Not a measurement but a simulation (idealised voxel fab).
process module | voxel ribs on slabs
cross-section cut | 240 nm wide | cells 5 nm
A cross-section is a grid of square cells, given in bands from the top down. A band is one or more rows of cells.
Each band's line starts with the height of the band's top and of its bottom, in nm. Then come its materials from left to right, each with its width in nm. One material with "throughout" fills the band from edge to edge. "air" is empty space.
Height 0 is the level under which the wafer as received is all one material. The lowest band goes on downwards, as in "0 down".
A width such as "30 to 40" changes by the same amount from each row of cells to the next, from the band's top row to its bottom row.
"no change" after a step means that no cell of the cross-section changed.
closed voids: empty space of 8 cells or more with no open way to the top, each as width x height at its distance from the left edge, in nm
after a step's settings: what the simulator itself notes on the step
overlay nm, on a step with a mask: how far to the right of its planned place the mask lay; to the left if negative
plan
1 op RECEIVE | material Si
2 op DIRECTIONAL_DEP | material SiO2 | thk nm 30
3 op DIRECTIONAL_DEP | material SiN | thk nm 20
4 op PATTERN | tone cover | mask id RIB | material resist | width nm 20 | thk nm 15 | overlay nm 0
5 op DIRECTIONAL_ETCH | etch materials SiN | depth nm 10
6 op STRIP | etch materials resist
7 op PATTERN | tone cover | mask id SLAB | material resist | width nm 70 | thk nm 15 | overlay nm 0
8 op DIRECTIONAL_ETCH | etch materials SiN | depth nm 10
9 op STRIP | etch materials resist
10 op FILL_DEP | material SiO2 | thk nm 30
11 op CMP | height nm 70
12 op DIRECTIONAL_DEP | material W | thk nm 10
13 op MASKED_ETCH | tone cover | mask id HEATER | width nm 30 | etch materials W | depth nm 10 | overlay nm 0
14 op CONFORMAL_DEP | material SiO2 | thk nm 10
as received, after step 1
  0 down: Si throughout
  closed voids: none
a wafer at the end: this start, this plan, one mistake
  90 to 80: air 95 | SiO2 50 | air 95
  80 to 70: SiO2 105 | W 30 | SiO2 105
  70 to 50: W throughout
  50 to 40: W 110 | SiN 20 | W 110
  40 to 30: W 85 | SiN 70 | W 85
  30 to 0: SiO2 throughout
  0 down: Si throughout
  closed voids: none
what went wrong: step 10 ran as: op FILL_DEP | material W | thk nm 30
